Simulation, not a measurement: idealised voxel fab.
Presented below is a process module, voxel lift off.
We display cut, a cross-section 155 nm in width whose square cells are each 5 nm.
For the purposes of this document, a cross-section shall be understood as a grid of square cells, specified as bands listed in top-to-bottom order, each band consisting of one or more rows of cells.
Band: top height; bottom height; in nm. Then, left to right: material with width in nm, for each material. "throughout": a single material spanning edge to edge. "blank": empty space.
Convention: height 0 is the level below which the wafer, as received, is all one material. The lowest band does not terminate at the bottom but continues downward, represented as "0 nm and below".
A width such as "30..40" changes by the same amount from each row of cells to the next, from the band's top row to its bottom row.
"no change occurred" -> step changed no cross-section cell.
The entry titled "Fully enclosed voids" provides the empty spaces that have no open way to the top, restricted to those of 8 cells or more. Each is presented as width x height at distance, the distance being measured from the left edge, with all three in nm.
On each step's line, the part that comes after the settings is the simulator's own comment on the step.
"overlay nm" on a masked step: distance the mask lay right of its planned place, negative for left.
Below is the list of planned process steps
- 1: RECEIVE | material Si
- 2: CONFORMAL_DEP | material SiN | thk nm 10
- 3: PATTERN | tone open | mask id LINES | material resist | width nm 15 | pitch nm 40 | thk nm 25 | overlay nm 0
- 4: DIRECTIONAL_DEP | material Ru | thk nm 15
- 5: STRIP | etch materials resist
- 6: CONFORMAL_DEP | material SiO2 | thk nm 5
Cross-section of the wafer at receipt, which is the condition after step 1
  0 nm and below: Si throughout
  Fully enclosed voids: none
Final wafer profile in cross-section after the module, from the same start and plan as above, with one mistake made during processing
  30 nm to 25 nm: blank (15)  SiO2 (25)  blank (15)  SiO2 (25)  blank (15)  SiO2 (25)  blank (35)
  25 nm to 15 nm: blank (15)  SiO2 (5)  Ru (15)  SiO2 (5)  blank (15)  SiO2 (5)  Ru (15)  SiO2 (5)  blank (15)  SiO2 (5)  Ru (15)  SiO2 (5)  blank (35)
  15 nm to 10 nm: SiO2 (20)  Ru (15)  SiO2 (25)  Ru (15)  SiO2 (25)  Ru (15)  SiO2 (40)
  10 nm to 0 nm: SiN throughout
  0 nm and below: Si throughout
  Fully enclosed voids: none
Nonconformance to the process plan: rather than as planned, step 3 actually ran as PATTERN | tone open | mask id LINES | material resist | width nm 15 | pitch nm 40 | thk nm 25 | overlay nm -10
